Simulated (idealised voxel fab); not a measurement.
process module | voxel trench capacitor
cross-section cut | 260 nm wide | cells 5 nm
A cross-section is a grid of square cells, given in bands from the top down. A band is one or more rows of cells.
Each band's line starts with the height of the band's top and of its bottom, in nm. Then come its materials from left to right, each with its width in nm. One material with "throughout" fills the band from edge to edge. "air" is empty space.
Height 0 is the level under which the wafer as received is all one material. The lowest band goes on downwards, as in "0 down".
A width such as "30 to 40" changes by the same amount from each row of cells to the next, from the band's top row to its bottom row.
"no change" after a step means that no cell of the cross-section changed.
closed voids: empty space of 8 cells or more with no open way to the top, each as width x height at its distance from the left edge, in nm
after a step's settings: what the simulator itself notes on the step
overlay nm, on a step with a mask: how far to the right of its planned place the mask lay; to the left if negative
plan
1 op RECEIVE | material Si
2 op CONFORMAL_DEP | material SiN | thk nm 5
3 op MASKED_ETCH | tone open | mask id TRENCH | width nm 25 | pitch nm 50 | etch materials SiN | depth nm 5 | overlay nm 0
4 op MASKED_ETCH | tone open | mask id TRENCH | width nm 25 | pitch nm 50 | etch materials Si | depth nm 30 | overlay nm 0
5 op CONFORMAL_DEP | material SiO2 | thk nm 5
6 op FILL_DEP | material polySi | thk nm 10
7 op CMP | height nm 5
as received, after step 1
  0 down: Si throughout
  closed voids: none
a wafer at the end: this start, this plan, one mistake
  5 to 0: SiN 85 | SiO2 10 | polySi 15 | SiO2 10 | SiN 15 | SiO2 10 | polySi 15 | SiO2 10 | SiN 90
  0 to -25: Si 90 | SiO2 5 | polySi 15 | SiO2 5 | Si 25 | SiO2 5 | polySi 15 | SiO2 5 | Si 95
  -25 to -30: Si 90 | SiO2 25 | Si 25 | SiO2 25 | Si 95
  -30 down: Si throughout
  closed voids: none
what went wrong: step 3 ran as: op MASKED_ETCH | tone open | mask id TRENCH | width nm 35 | pitch nm 50 | etch materials SiN | depth nm 5 | overlay nm 0
